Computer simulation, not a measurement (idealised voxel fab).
The process module presented herein is designated voxel transistor to metal.
285 nm wide, 5 nm square cells: that's cross-section cut.
Just so we're on the same page, the cross-sections are grids of square cells, and they're listed out in bands top to bottom, each band one or more rows deep.
Band: top height; bottom height; in nm. Then, left to right: material with width in nm, for each material. "throughout": a single material spanning edge to edge. "empty": empty space.
Height is counted from the level 0, under which the received wafer is composed throughout of one material. The lowest of the bands is not closed at the bottom but continues downward, in the notation "z 0 and below".
Width: "30->40" (first number = top row, second number = bottom row, same change from row to row of cells).
Where a step carries "identical to before", the cross-section came out of it unchanged, cell for cell.
Closed-off voids of 8+ cells (no open route to the top) go in "Closed internal voids", written width x height at distance from the left edge, in nm.
Post-settings text on a step line: simulator's own remark regarding the step.
Regarding "overlay nm": on a step with a mask, it is the distance the mask lay to the right of its planned place; a negative value places it to the left.
In what follows, pairs of cross-sections are presented, each taken before and after one process step, with the after cross-section shown only down to the lowest band that was altered; the step, together with its settings, is stated below the pair. The pairs may stem from different runs of this module on the same starting wafer; accordingly, a pair should be taken as continuing from the one above it solely where its entry headed "Ex-ante state" indicates as much.
EX-ANTE STATE
z 90 to 85  Cu throughout
z 85 to 80  TiN (35) / Cu (5) / TiN (125) / Cu (5) / TiN (115)
z 80 to 55  lowk (30) / TiN (5) / Cu (5) / TiN (5) / lowk (115) / TiN (5) / Cu (5) / TiN (5) / lowk (110)
z 55 to 50  SiCN (30) / TiN (15) / SiCN (115) / TiN (15) / SiCN (110)
z 50 to 35  SiO2 (30) / W (15) / SiO2 (65) / W (15) / SiO2 (35) / W (15) / SiO2 (65) / W (15) / SiO2 (30)
z 35 to 30  SiO2 (30) / TiN (15) / SiO2 (65) / TiN (15) / SiO2 (35) / TiN (15) / SiO2 (65) / TiN (15) / SiO2 (30)
z 30 to 20  SiO2 (30) / TiN (5) / Ru (5) / TiN (5) / SiO2 (65) / TiN (5) / Ru (5) / TiN (5) / SiO2 (35) / TiN (5) / Ru (5) / TiN (5) / SiO2 (65) / TiN (5) / Ru (5) / TiN (5) / SiO2 (30)
z 20 to 15  SiO2 (30) / TiN (5) / Ru (5) / TiN (5) / SiO2 (5) / SiN (10) / TiN (5) / W (25) / TiN (5) / SiN (10) / SiO2 (5) / TiN (5) / Ru (5) / TiN (5) / SiO2 (35) / TiN (5) / Ru (5) / TiN (5) / SiO2 (5) / SiN (10) / TiN (5) / W (25) / TiN (5) / SiN (10) / SiO2 (5) / TiN (5) / Ru (5) / TiN (5) / SiO2 (30)
z 15 to 10  SiO2 (30) / TiN (15) / SiO2 (5) / SiN (10) / TiN (5) / W (25) / TiN (5) / SiN (10) / SiO2 (5) / TiN (15) / SiO2 (35) / TiN (15) / SiO2 (5) / SiN (10) / TiN (5) / W (25) / TiN (5) / SiN (10) / SiO2 (5) / TiN (15) / SiO2 (30)
z 10 to 5  SiO2 (25) / SiGe (25) / SiN (10) / TiN (5) / W (25) / TiN (5) / SiN (10) / SiGe (25) / SiO2 (25) / SiGe (25) / SiN (10) / TiN (5) / W (25) / TiN (5) / SiN (10) / SiGe (25) / SiO2 (25)
z 5 to -5  SiO2 (20) / SiN (10) / SiGe (20) / SiN (10) / TiN (5) / W (25) / TiN (5) / SiN (10) / SiGe (20) / SiN (10) / SiO2 (15) / SiN (10) / SiGe (20) / SiN (10) / TiN (5) / W (25) / TiN (5) / SiN (10) / SiGe (20) / SiN (10) / SiO2 (20)
z -5 to -10  SiO2 (30) / SiGe (20) / SiO2 (5) / TiN (45) / SiO2 (5) / SiGe (20) / SiO2 (35) / SiGe (20) / SiO2 (5) / TiN (45) / SiO2 (5) / SiGe (20) / SiO2 (30)
z -10 to -25  SiO2 (25) / Si (5) / SiGe (20) / Si (55) / SiGe (20) / Si (5) / SiO2 (25) / Si (5) / SiGe (20) / Si (55) / SiGe (20) / Si (5) / SiO2 (25)
z -25 to -30  SiO2 (25) / Si (105) / SiO2 (25) / Si (105) / SiO2 (25)
z -30 and below  Si throughout
Closed internal voids: none
SECTION, POST-STEP
z 80 to 55  lowk (30) / TiN (5) / Cu (5) / TiN (5) / lowk (115) / TiN (5) / Cu (5) / TiN (5) / lowk (110)
Lower than 55, everything is as it was.
Closed internal voids: none
Here is the step that sits between the two cross-sections above: CMP with height nm 80
Ex-ante state: the state before this step is the cross-section shown after the step in the pair just above.
SECTION, POST-STEP
z 85 to 80  SiCN throughout
Lower than 80, everything is as it was.
Closed internal voids: none
Here is the step that sits between the two cross-sections above: CONFORMAL_DEP with material SiCN, thk nm 5
EX-ANTE STATE
z 40 to 25  empty (50) / SiN (10) / SiCN (35) / SiN (10) / empty (75) / SiN (10) / SiCN (35) / SiN (10) / empty (50)
z 25 to 5  empty (50) / SiN (10) / polySi (35) / SiN (10) / empty (75) / SiN (10) / polySi (35) / SiN (10) / empty (50)
z 5 to 0  empty (20) / SiN (10) / empty (20) / SiN (10) / polySi (35) / SiN (10) / empty (20) / SiN (10) / empty (15) / SiN (10) / empty (20) / SiN (10) / polySi (35) / SiN (10) / empty (20) / SiN (10) / empty (20)
z 0 to -5  SiO2 (20) / SiN (10) / empty (20) / SiN (10) / polySi (35) / SiN (10) / empty (20) / SiN (10) / SiO2 (15) / SiN (10) / empty (20) / SiN (10) / polySi (35) / SiN (10) / empty (20) / SiN (10) / SiO2 (20)
z -5 to -10  SiO2 (30) / empty (20) / SiO2 (55) / empty (20) / SiO2 (35) / empty (20) / SiO2 (55) / empty (20) / SiO2 (30)
z -10 to -25  SiO2 (25) / Si (5) / empty (20) / Si (55) / empty (20) / Si (5) / SiO2 (25) / Si (5) / empty (20) / Si (55) / empty (20) / Si (5) / SiO2 (25)
z -25 to -30  SiO2 (25) / Si (105) / SiO2 (25) / Si (105) / SiO2 (25)
z -30 and below  Si throughout
Closed internal voids: none
SECTION, POST-STEP
z 40 to 25  empty (50) / SiN (10) / SiCN (35) / SiN (10) / empty (75) / SiN (10) / SiCN (35) / SiN (10) / empty (50)
z 25 to 5  empty (50) / SiN (10) / polySi (35) / SiN (10) / empty (75) / SiN (10) / polySi (35) / SiN (10) / empty (50)
z 5 to 0  empty (20) / SiN (10) / empty (20) / SiN (10) / polySi (35) / SiN (10) / empty (20) / SiN (10) / empty (15) / SiN (10) / empty (20) / SiN (10) / polySi (35) / SiN (10) / empty (20) / SiN (10) / empty (20)
z 0 to -5  SiO2 (20) / SiN (10) / empty (20) / SiN (10) / polySi (35) / SiN (10) / empty (20) / SiN (10) / SiO2 (15) / SiN (10) / empty (20) / SiN (10) / polySi (35) / SiN (10) / empty (20) / SiN (10) / SiO2 (20)
z -5 to -10  SiO2 (30) / empty (20) / SiO2 (55) / empty (20) / SiO2 (35) / empty (20) / SiO2 (55) / empty (20) / SiO2 (30)
z -10 to -30  SiO2 (25) / Si (5) / empty (20) / Si (55) / empty (20) / Si (5) / SiO2 (25) / Si (5) / empty (20) / Si (55) / empty (20) / Si (5) / SiO2 (25)
z -30 to -40  Si (30) / empty (20) / Si (55) / empty (20) / Si (35) / empty (20) / Si (55) / empty (20) / Si (30)
Lower than -40, everything is as it was.
Closed internal voids: none
Here is the step that sits between the two cross-sections above: DIRECTIONAL_ETCH with etch materials Si, depth nm 15
Ex-ante state: the state before this step is the cross-section shown after the step in the pair just above.
SECTION, POST-STEP
z 40 to 25  empty (50) / SiN (10) / SiCN (35) / SiN (10) / empty (75) / SiN (10) / SiCN (35) / SiN (10) / empty (50)
z 25 to 10  empty (50) / SiN (10) / polySi (35) / SiN (10) / empty (75) / SiN (10) / polySi (35) / SiN (10) / empty (50)
z 10 to 5  empty (25) / SiGe (25) / SiN (10) / polySi (35) / SiN (10) / SiGe (25) / empty (25) / SiGe (25) / SiN (10) / polySi (35) / SiN (10) / SiGe (25) / empty (25)
z 5 to 0  empty (20) / SiN (10) / SiGe (20) / SiN (10) / polySi (35) / SiN (10) / SiGe (20) / SiN (10) / empty (15) / SiN (10) / SiGe (20) / SiN (10) / polySi (35) / SiN (10) / SiGe (20) / SiN (10) / empty (20)
z 0 to -5  SiO2 (20) / SiN (10) / SiGe (20) / SiN (10) / polySi (35) / SiN (10) / SiGe (20) / SiN (10) / SiO2 (15) / SiN (10) / SiGe (20) / SiN (10) / polySi (35) / SiN (10) / SiGe (20) / SiN (10) / SiO2 (20)
z -5 to -10  SiO2 (30) / SiGe (20) / SiO2 (55) / SiGe (20) / SiO2 (35) / SiGe (20) / SiO2 (55) / SiGe (20) / SiO2 (30)
z -10 to -30  SiO2 (25) / Si (5) / SiGe (20) / Si (55) / SiGe (20) / Si (5) / SiO2 (25) / Si (5) / SiGe (20) / Si (55) / SiGe (20) / Si (5) / SiO2 (25)
z -30 to -40  Si (30) / SiGe (20) / Si (55) / SiGe (20) / Si (35) / SiGe (20) / Si (55) / SiGe (20) / Si (30)
Lower than -40, everything is as it was.
Closed internal voids: none
Here is the step that sits between the two cross-sections above: EPI with material SiGe, thk nm 20
Ex-ante state: the state before this step is the cross-section shown after the step in the pair just above.
SECTION, POST-STEP
z 50 to 40  SiO2 throughout
z 40 to 25  SiO2 (50) / SiN (10) / SiCN (35) / SiN (10) / SiO2 (75) / SiN (10) / SiCN (35) / SiN (10) / SiO2 (50)
z 25 to 10  SiO2 (50) / SiN (10) / polySi (35) / SiN (10) / SiO2 (75) / SiN (10) / polySi (35) / SiN (10) / SiO2 (50)
z 10 to 5  SiO2 (25) / SiGe (25) / SiN (10) / polySi (35) / SiN (10) / SiGe (25) / SiO2 (25) / SiGe (25) / SiN (10) / polySi (35) / SiN (10) / SiGe (25) / SiO2 (25)
z 5 to -5  SiO2 (20) / SiN (10) / SiGe (20) / SiN (10) / polySi (35) / SiN (10) / SiGe (20) / SiN (10) / SiO2 (15) / SiN (10) / SiGe (20) / SiN (10) / polySi (35) / SiN (10) / SiGe (20) / SiN (10) / SiO2 (20)
Lower than -5, everything is as it was.
Closed internal voids: none
Here is the step that sits between the two cross-sections above: FILL_DEP with material SiO2, thk nm 10
Ex-ante state: the state before this step is the cross-section shown after the step in the pair just above.
SECTION, POST-STEP
z 25 to 10  SiO2 (50) / SiN (10) / polySi (35) / SiN (10) / SiO2 (75) / SiN (10) / polySi (35) / SiN (10) / SiO2 (50)
Lower than 10, everything is as it was.
Closed internal voids: none
Here is the step that sits between the two cross-sections above: CMP with height nm 25
Ex-ante state: the state before this step is the cross-section shown after the step in the pair just above.
SECTION, POST-STEP
z 25 to 10  SiO2 (50) / SiN (10) / empty (35) / SiN (10) / SiO2 (75) / SiN (10) / empty (35) / SiN (10) / SiO2 (50)
z 10 to 5  SiO2 (25) / SiGe (25) / SiN (10) / empty (35) / SiN (10) / SiGe (25) / SiO2 (25) / SiGe (25) / SiN (10) / empty (35) / SiN (10) / SiGe (25) / SiO2 (25)
z 5 to -5  SiO2 (20) / SiN (10) / SiGe (20) / SiN (10) / empty (35) / SiN (10) / SiGe (20) / SiN (10) / SiO2 (15) / SiN (10) / SiGe (20) / SiN (10) / empty (35) / SiN (10) / SiGe (20) / SiN (10) / SiO2 (20)
Lower than -5, everything is as it was.
Closed internal voids: none
Here is the step that sits between the two cross-sections above: STRIP with etch materials polySi
Ex-ante state: the state before this step is the cross-section shown after the step in the pair just above.
SECTION, POST-STEP
z 25 to 20  empty (50) / SiN (10) / empty (35) / SiN (10) / empty (75) / SiN (10) / empty (35) / SiN (10) / empty (50)
z 20 to 10  SiO2 (50) / SiN (10) / empty (35) / SiN (10) / SiO2 (75) / SiN (10) / empty (35) / SiN (10) / SiO2 (50)
z 10 to 5  SiO2 (25) / SiGe (25) / SiN (10) / empty (35) / SiN (10) / SiGe (25) / SiO2 (25) / SiGe (25) / SiN (10) / empty (35) / SiN (10) / SiGe (25) / SiO2 (25)
z 5 to -5  SiO2 (20) / SiN (10) / SiGe (20) / SiN (10) / empty (35) / SiN (10) / SiGe (20) / SiN (10) / SiO2 (15) / SiN (10) / SiGe (20) / SiN (10) / empty (35) / SiN (10) / SiGe (20) / SiN (10) / SiO2 (20)
z -5 to -10  SiO2 (30) / SiGe (20) / SiO2 (5) / empty (45) / SiO2 (5) / SiGe (20) / SiO2 (35) / SiGe (20) / SiO2 (5) / empty (45) / SiO2 (5) / SiGe (20) / SiO2 (30)
Lower than -10, everything is as it was.
Closed internal voids: none
Here is the step that sits between the two cross-sections above: SELECTIVE_ETCH with etch materials SiO2, depth nm 5
Ex-ante state: the state before this step is the cross-section shown after the step in the pair just above.
SECTION, POST-STEP
z 30 to 25  empty (45) / HfO2 (20) / empty (25) / HfO2 (20) / empty (65) / HfO2 (20) / empty (25) / HfO2 (20) / empty (45)
z 25 to 20  HfO2 (50) / SiN (10) / HfO2 (5) / empty (25) / HfO2 (5) / SiN (10) / HfO2 (75) / SiN (10) / HfO2 (5) / empty (25) / HfO2 (5) / SiN (10) / HfO2 (50)
z 20 to 10  SiO2 (50) / SiN (10) / HfO2 (5) / empty (25) / HfO2 (5) / SiN (10) / SiO2 (75) / SiN (10) / HfO2 (5) / empty (25) / HfO2 (5) / SiN (10) / SiO2 (50)
z 10 to 5  SiO2 (25) / SiGe (25) / SiN (10) / HfO2 (5) / empty (25) / HfO2 (5) / SiN (10) / SiGe (25) / SiO2 (25) / SiGe (25) / SiN (10) / HfO2 (5) / empty (25) / HfO2 (5) / SiN (10) / SiGe (25) / SiO2 (25)
z 5 to -5  SiO2 (20) / SiN (10) / SiGe (20) / SiN (10) / HfO2 (5) / empty (25) / HfO2 (5) / SiN (10) / SiGe (20) / SiN (10) / SiO2 (15) / SiN (10) / SiGe (20) / SiN (10) / HfO2 (5) / empty (25) / HfO2 (5) / SiN (10) / SiGe (20) / SiN (10) / SiO2 (20)
z -5 to -10  SiO2 (30) / SiGe (20) / SiO2 (5) / HfO2 (45) / SiO2 (5) / SiGe (20) / SiO2 (35) / SiGe (20) / SiO2 (5) / HfO2 (45) / SiO2 (5) / SiGe (20) / SiO2 (30)
Lower than -10, everything is as it was.
Closed internal voids: none
Here is the step that sits between the two cross-sections above: CONFORMAL_DEP with material HfO2, thk nm 5
Ex-ante state: the state before this step is the cross-section shown after the step in the pair just above.
SECTION, POST-STEP
z 35 to 30  empty (40) / TiN (30) / empty (15) / TiN (30) / empty (55) / TiN (30) / empty (15) / TiN (30) / empty (40)
z 30 to 25  TiN (45) / HfO2 (20) / TiN (5) / empty (15) / TiN (5) / HfO2 (20) / TiN (65) / HfO2 (20) / TiN (5) / empty (15) / TiN (5) / HfO2 (20) / TiN (45)
z 25 to 20  HfO2 (50) / SiN (10) / HfO2 (5) / TiN (5) / empty (15) / TiN (5) / HfO2 (5) / SiN (10) / HfO2 (75) / SiN (10) / HfO2 (5) / TiN (5) / empty (15) / TiN (5) / HfO2 (5) / SiN (10) / HfO2 (50)
z 20 to 10  SiO2 (50) / SiN (10) / HfO2 (5) / TiN (5) / empty (15) / TiN (5) / HfO2 (5) / SiN (10) / SiO2 (75) / SiN (10) / HfO2 (5) / TiN (5) / empty (15) / TiN (5) / HfO2 (5) / SiN (10) / SiO2 (50)
z 10 to 5  SiO2 (25) / SiGe (25) / SiN (10) / HfO2 (5) / TiN (5) / empty (15) / TiN (5) / HfO2 (5) / SiN (10) / SiGe (25) / SiO2 (25) / SiGe (25) / SiN (10) / HfO2 (5) / TiN (5) / empty (15) / TiN (5) / HfO2 (5) / SiN (10) / SiGe (25) / SiO2 (25)
z 5 to 0  SiO2 (20) / SiN (10) / SiGe (20) / SiN (10) / HfO2 (5) / TiN (5) / empty (15) / TiN (5) / HfO2 (5) / SiN (10) / SiGe (20) / SiN (10) / SiO2 (15) / SiN (10) / SiGe (20) / SiN (10) / HfO2 (5) / TiN (5) / empty (15) / TiN (5) / HfO2 (5) / SiN (10) / SiGe (20) / SiN (10) / SiO2 (20)
z 0 to -5  SiO2 (20) / SiN (10) / SiGe (20) / SiN (10) / HfO2 (5) / TiN (25) / HfO2 (5) / SiN (10) / SiGe (20) / SiN (10) / SiO2 (15) / SiN (10) / SiGe (20) / SiN (10) / HfO2 (5) / TiN (25) / HfO2 (5) / SiN (10) / SiGe (20) / SiN (10) / SiO2 (20)
Lower than -5, everything is as it was.
Closed internal voids: none
Here is the step that sits between the two cross-sections above: CONFORMAL_DEP with material TiN, thk nm 5
Ex-ante state: the state before this step is the cross-section shown after the step in the pair just above.
SECTION, POST-STEP
z 40 to 35  W throughout
z 35 to 30  W (40) / TiN (30) / W (15) / TiN (30) / W (55) / TiN (30) / W (15) / TiN (30) / W (40)
z 30 to 25  TiN (45) / HfO2 (20) / TiN (5) / W (15) / TiN (5) / HfO2 (20) / TiN (65) / HfO2 (20) / TiN (5) / W (15) / TiN (5) / HfO2 (20) / TiN (45)
z 25 to 20  HfO2 (50) / SiN (10) / HfO2 (5) / TiN (5) / W (15) / TiN (5) / HfO2 (5) / SiN (10) / HfO2 (75) / SiN (10) / HfO2 (5) / TiN (5) / W (15) / TiN (5) / HfO2 (5) / SiN (10) / HfO2 (50)
z 20 to 10  SiO2 (50) / SiN (10) / HfO2 (5) / TiN (5) / W (15) / TiN (5) / HfO2 (5) / SiN (10) / SiO2 (75) / SiN (10) / HfO2 (5) / TiN (5) / W (15) / TiN (5) / HfO2 (5) / SiN (10) / SiO2 (50)
z 10 to 5  SiO2 (25) / SiGe (25) / SiN (10) / HfO2 (5) / TiN (5) / W (15) / TiN (5) / HfO2 (5) / SiN (10) / SiGe (25) / SiO2 (25) / SiGe (25) / SiN (10) / HfO2 (5) / TiN (5) / W (15) / TiN (5) / HfO2 (5) / SiN (10) / SiGe (25) / SiO2 (25)
z 5 to 0  SiO2 (20) / SiN (10) / SiGe (20) / SiN (10) / HfO2 (5) / TiN (5) / W (15) / TiN (5) / HfO2 (5) / SiN (10) / SiGe (20) / SiN (10) / SiO2 (15) / SiN (10) / SiGe (20) / SiN (10) / HfO2 (5) / TiN (5) / W (15) / TiN (5) / HfO2 (5) / SiN (10) / SiGe (20) / SiN (10) / SiO2 (20)
Lower than 0, everything is as it was.
Closed internal voids: none
Here is the step that sits between the two cross-sections above: FILL_DEP with material W, thk nm 5
Ex-ante state: the state before this step is the cross-section shown after the step in the pair just above.
SECTION, POST-STEP
z 20 to 10  SiO2 (50) / SiN (10) / HfO2 (5) / TiN (5) / W (15) / TiN (5) / HfO2 (5) / SiN (10) / SiO2 (75) / SiN (10) / HfO2 (5) / TiN (5) / W (15) / TiN (5) / HfO2 (5) / SiN (10) / SiO2 (50)
Lower than 10, everything is as it was.
Closed internal voids: none
Here is the step that sits between the two cross-sections above: CMP with height nm 20
Ex-ante state: the state before this step is the cross-section shown after the step in the pair just above.
SECTION, POST-STEP
z 30 to 20  SiO2 throughout
Lower than 20, everything is as it was.
Closed internal voids: none
Here is the step that sits between the two cross-sections above: DIRECTIONAL_DEP with material SiO2, thk nm 10
Ex-ante state: the state before this step is the cross-section shown after the step in the pair just above.
SECTION, POST-STEP
z 45 to 30  resist (30) / empty (15) / resist (65) / empty (15) / resist (35) / empty (15) / resist (65) / empty (15) / resist (30)
Lower than 30, everything is as it was.
Closed internal voids: none
Here is the step that sits between the two cross-sections above: PATTERN with tone open, mask id CONTACT, material resist, width nm 15, thk nm 15, overlay nm 0
Ex-ante state: the state before this step is the cross-section shown after the step in the pair just above.
SECTION, POST-STEP
z 45 to 30  resist (30) / empty (15) / resist (65) / empty (15) / resist (35) / empty (15) / resist (65) / empty (15) / resist (30)
z 30 to 20  SiO2 (30) / empty (15) / SiO2 (65) / empty (15) / SiO2 (35) / empty (15) / SiO2 (65) / empty (15) / SiO2 (30)
z 20 to 10  SiO2 (30) / empty (15) / SiO2 (5) / SiN (10) / HfO2 (5) / TiN (5) / W (15) / TiN (5) / HfO2 (5) / SiN (10) / SiO2 (5) / empty (15) / SiO2 (35) / empty (15) / SiO2 (5) / SiN (10) / HfO2 (5) / TiN (5) / W (15) / TiN (5) / HfO2 (5) / SiN (10) / SiO2 (5) / empty (15) / SiO2 (30)
Lower than 10, everything is as it was.
Closed internal voids: none
Here is the step that sits between the two cross-sections above: DIRECTIONAL_ETCH with etch materials SiO2, depth nm 20
Ex-ante state: the state before this step is the cross-section shown after the step in the pair just above.
SECTION, POST-STEP
z 30 to 20  SiO2 (30) / empty (15) / SiO2 (65) / empty (15) / SiO2 (35) / empty (15) / SiO2 (65) / empty (15) / SiO2 (30)
Lower than 20, everything is as it was.
Closed internal voids: none
Here is the step that sits between the two cross-sections above: STRIP with etch materials resist
Ex-ante state: the state before this step is the cross-section shown after the step in the pair just above.
SECTION, POST-STEP
z 35 to 30  TiN (35) / empty (5) / TiN (75) / empty (5) / TiN (45) / empty (5) / TiN (75) / empty (5) / TiN (35)
z 30 to 20  SiO2 (30) / TiN (5) / empty (5) / TiN (5) / SiO2 (65) / TiN (5) / empty (5) / TiN (5) / SiO2 (35) / TiN (5) / empty (5) / TiN (5) / SiO2 (65) / TiN (5) / empty (5) / TiN (5) / SiO2 (30)
z 20 to 15  SiO2 (30) / TiN (5) / empty (5) / TiN (5) / SiO2 (5) / SiN (10) / HfO2 (5) / TiN (5) / W (15) / TiN (5) / HfO2 (5) / SiN (10) / SiO2 (5) / TiN (5) / empty (5) / TiN (5) / SiO2 (35) / TiN (5) / empty (5) / TiN (5) / SiO2 (5) / SiN (10) / HfO2 (5) / TiN (5) / W (15) / TiN (5) / HfO2 (5) / SiN (10) / SiO2 (5) / TiN (5) / empty (5) / TiN (5) / SiO2 (30)
z 15 to 10  SiO2 (30) / TiN (15) / SiO2 (5) / SiN (10) / HfO2 (5) / TiN (5) / W (15) / TiN (5) / HfO2 (5) / SiN (10) / SiO2 (5) / TiN (15) / SiO2 (35) / TiN (15) / SiO2 (5) / SiN (10) / HfO2 (5) / TiN (5) / W (15) / TiN (5) / HfO2 (5) / SiN (10) / SiO2 (5) / TiN (15) / SiO2 (30)
Lower than 10, everything is as it was.
Closed internal voids: none
Here is the step that sits between the two cross-sections above: CONFORMAL_DEP with material TiN, thk nm 5
Ex-ante state: the state before this step is the cross-section shown after the step in the pair just above.
SECTION, POST-STEP
z 45 to 35  Ru throughout
z 35 to 30  TiN (35) / Ru (5) / TiN (75) / Ru (5) / TiN (45) / Ru (5) / TiN (75) / Ru (5) / TiN (35)
z 30 to 20  SiO2 (30) / TiN (5) / Ru (5) / TiN (5) / SiO2 (65) / TiN (5) / Ru (5) / TiN (5) / SiO2 (35) / TiN (5) / Ru (5) / TiN (5) / SiO2 (65) / TiN (5) / Ru (5) / TiN (5) / SiO2 (30)
z 20 to 15  SiO2 (30) / TiN (5) / Ru (5) / TiN (5) / SiO2 (5) / SiN (10) / HfO2 (5) / TiN (5) / W (15) / TiN (5) / HfO2 (5) / SiN (10) / SiO2 (5) / TiN (5) / Ru (5) / TiN (5) / SiO2 (35) / TiN (5) / Ru (5) / TiN (5) / SiO2 (5) / SiN (10) / HfO2 (5) / TiN (5) / W (15) / TiN (5) / HfO2 (5) / SiN (10) / SiO2 (5) / TiN (5) / Ru (5) / TiN (5) / SiO2 (30)
Lower than 15, everything is as it was.
Closed internal voids: none
Here is the step that sits between the two cross-sections above: FILL_DEP with material Ru, thk nm 10
Ex-ante state: the state before this step is the cross-section shown after the step in the pair just above.
SECTION, POST-STEP
z 30 to 20  SiO2 (30) / TiN (5) / Ru (5) / TiN (5) / SiO2 (65) / TiN (5) / Ru (5) / TiN (5) / SiO2 (35) / TiN (5) / Ru (5) / TiN (5) / SiO2 (65) / TiN (5) / Ru (5) / TiN (5) / SiO2 (30)
Lower than 20, everything is as it was.
Closed internal voids: none
Here is the step that sits between the two cross-sections above: CMP with height nm 30
Ex-ante state: the state before this step is the cross-section shown after the step in the pair just above.
SECTION, POST-STEP
z 35 to 30  TiN throughout
Lower than 30, everything is as it was.
Closed internal voids: none
Here is the step that sits between the two cross-sections above: DIRECTIONAL_DEP with material TiN, thk nm 5
Ex-ante state: the state before this step is the cross-section shown after the step in the pair just above.
SECTION, POST-STEP
z 50 to 35  W throughout
Lower than 35, everything is as it was.
Closed internal voids: none
Here is the step that sits between the two cross-sections above: DIRECTIONAL_DEP with material W, thk nm 15
Ex-ante state: the state before this step is the cross-section shown after the step in the pair just above.
SECTION, POST-STEP
z 65 to 50  aC throughout
Lower than 50, everything is as it was.
Closed internal voids: none
Here is the step that sits between the two cross-sections above: DIRECTIONAL_DEP with material aC, thk nm 15
Ex-ante state: the state before this step is the cross-section shown after the step in the pair just above.
SECTION, POST-STEP
z 95 to 65  empty (30) / resist (15) / empty (65) / resist (15) / empty (35) / resist (15) / empty (65) / resist (15) / empty (30)
Lower than 65, everything is as it was.
Closed internal voids: none
Here is the step that sits between the two cross-sections above: PATTERN with tone cover, mask id METAL_1, material resist, width nm 15, thk nm 30, overlay nm 0
Ex-ante state: the state before this step is the cross-section shown after the step in the pair just above.
SECTION, POST-STEP
z 80 to 65  empty (30) / resist (15) / empty (65) / resist (15) / empty (35) / resist (15) / empty (65) / resist (15) / empty (30)
z 65 to 50  empty (30) / aC (15) / empty (65) / aC (15) / empty (35) / aC (15) / empty (65) / aC (15) / empty (30)
Lower than 50, everything is as it was.
Closed internal voids: none
Here is the step that sits between the two cross-sections above: DIRECTIONAL_ETCH with etch materials aC, depth nm 15
Ex-ante state: the state before this step is the cross-section shown after the step in the pair just above.
SECTION, POST-STEP
z 65 to 50  empty (30) / aC (15) / empty (65) / aC (15) / empty (35) / aC (15) / empty (65) / aC (15) / empty (30)
Lower than 50, everything is as it was.
Closed internal voids: none
Here is the step that sits between the two cross-sections above: STRIP with etch materials resist
Ex-ante state: the state before this step is the cross-section shown after the step in the pair just above.
SECTION, POST-STEP
z 65 to 50  empty (30) / aC (15) / empty (65) / aC (15) / empty (35) / aC (15) / empty (65) / aC (15) / empty (30)
z 50 to 35  empty (30) / W (15) / empty (65) / W (15) / empty (35) / W (15) / empty (65) / W (15) / empty (30)
Lower than 35, everything is as it was.
Closed internal voids: none
Here is the step that sits between the two cross-sections above: DIRECTIONAL_ETCH with etch materials W, depth nm 15
Ex-ante state: the state before this step is the cross-section shown after the step in the pair just above.
SECTION, POST-STEP
z 65 to 50  empty (30) / aC (15) / empty (65) / aC (15) / empty (35) / aC (15) / empty (65) / aC (15) / empty (30)
z 50 to 35  empty (30) / W (15) / empty (65) / W (15) / empty (35) / W (15) / empty (65) / W (15) / empty (30)
z 35 to 30  empty (30) / TiN (15) / empty (65) / TiN (15) / empty (35) / TiN (15) / empty (65) / TiN (15) / empty (30)
Lower than 30, everything is as it was.
Closed internal voids: none
Here is the step that sits between the two cross-sections above: DIRECTIONAL_ETCH with etch materials TiN, depth nm 5
Ex-ante state: the state before this step is the cross-section shown after the step in the pair just above.
SECTION, POST-STEP
z 50 to 35  empty (30) / W (15) / empty (65) / W (15) / empty (35) / W (15) / empty (65) / W (15) / empty (30)
Lower than 35, everything is as it was.
Closed internal voids: none
Here is the step that sits between the two cross-sections above: STRIP with etch materials aC
Ex-ante state: the state before this step is the cross-section shown after the step in the pair just above.
SECTION, POST-STEP
z 55 to 50  SiO2 throughout
z 50 to 35  SiO2 (30) / W (15) / SiO2 (65) / W (15) / SiO2 (35) / W (15) / SiO2 (65) / W (15) / SiO2 (30)
z 35 to 30  SiO2 (30) / TiN (15) / SiO2 (65) / TiN (15) / SiO2 (35) / TiN (15) / SiO2 (65) / TiN (15) / SiO2 (30)
Lower than 30, everything is as it was.
Closed internal voids: none
Here is the step that sits between the two cross-sections above: FILL_DEP with material SiO2, thk nm 5
Ex-ante state: the state before this step is the cross-section shown after the step in the pair just above.
SECTION, POST-STEP
z 50 to 35  SiO2 (30) / W (15) / SiO2 (65) / W (15) / SiO2 (35) / W (15) / SiO2 (65) / W (15) / SiO2 (30)
Lower than 35, everything is as it was.
Closed internal voids: none
Here is the step that sits between the two cross-sections above: CMP with height nm 50
Ex-ante state: the state before this step is the cross-section shown after the step in the pair just above.
SECTION, POST-STEP
z 55 to 50  SiCN throughout
Lower than 50, everything is as it was.
Closed internal voids: none
Here is the step that sits between the two cross-sections above: CONFORMAL_DEP with material SiCN, thk nm 5
Ex-ante state: the state before this step is the cross-section shown after the step in the pair just above.
SECTION, POST-STEP
z 80 to 55  lowk throughout
Lower than 55, everything is as it was.
Closed internal voids: none
Here is the step that sits between the two cross-sections above: DIRECTIONAL_DEP with material lowk, thk nm 25
Ex-ante state: the state before this step is the cross-section shown after the step in the pair just above.
SECTION, POST-STEP
z 80 to 65  lowk (30) / empty (15) / lowk (115) / empty (15) / lowk (110)
Lower than 65, everything is as it was.
Closed internal voids: none
Here is the step that sits between the two cross-sections above: MASKED_ETCH with tone open, mask id METAL_2, width nm 15, pitch nm 130, etch materials lowk, depth nm 15, overlay nm 0
Ex-ante state: the state before this step is the cross-section shown after the step in the pair just above.
SECTION, POST-STEP
z 95 to 80  aC (30) / empty (15) / aC (115) / empty (15) / aC (110)
z 80 to 65  lowk (30) / aC (15) / lowk (115) / aC (15) / lowk (110)
Lower than 65, everything is as it was.
Closed internal voids: none
Here is the step that sits between the two cross-sections above: DIRECTIONAL_DEP with material aC, thk nm 15
Ex-ante state: the state before this step is the cross-section shown after the step in the pair just above.
SECTION, POST-STEP
z 125 to 95  resist (30) / empty (15) / resist (115) / empty (15) / resist (110)
Lower than 95, everything is as it was.
Closed internal voids: none
Here is the step that sits between the two cross-sections above: PATTERN with tone open, mask id METAL_2_HOLES, material resist, width nm 15, pitch nm 130, thk nm 30, overlay nm 0
Ex-ante state: the state before this step is the cross-section shown after the step in the pair just above.
SECTION, POST-STEP
z 110 to 95  resist (30) / empty (15) / resist (115) / empty (15) / resist (110)
z 95 to 80  aC (30) / empty (15) / aC (115) / empty (15) / aC (110)
z 80 to 65  lowk (30) / empty (15) / lowk (115) / empty (15) / lowk (110)
Lower than 65, everything is as it was.
Closed internal voids: none
Here is the step that sits between the two cross-sections above: DIRECTIONAL_ETCH with etch materials aC, depth nm 15
Ex-ante state: the state before this step is the cross-section shown after the step in the pair just above.
SECTION, POST-STEP
z 95 to 80  aC (30) / empty (15) / aC (115) / empty (15) / aC (110)
Lower than 80, everything is as it was.
Closed internal voids: none
Here is the step that sits between the two cross-sections above: STRIP with etch materials resist
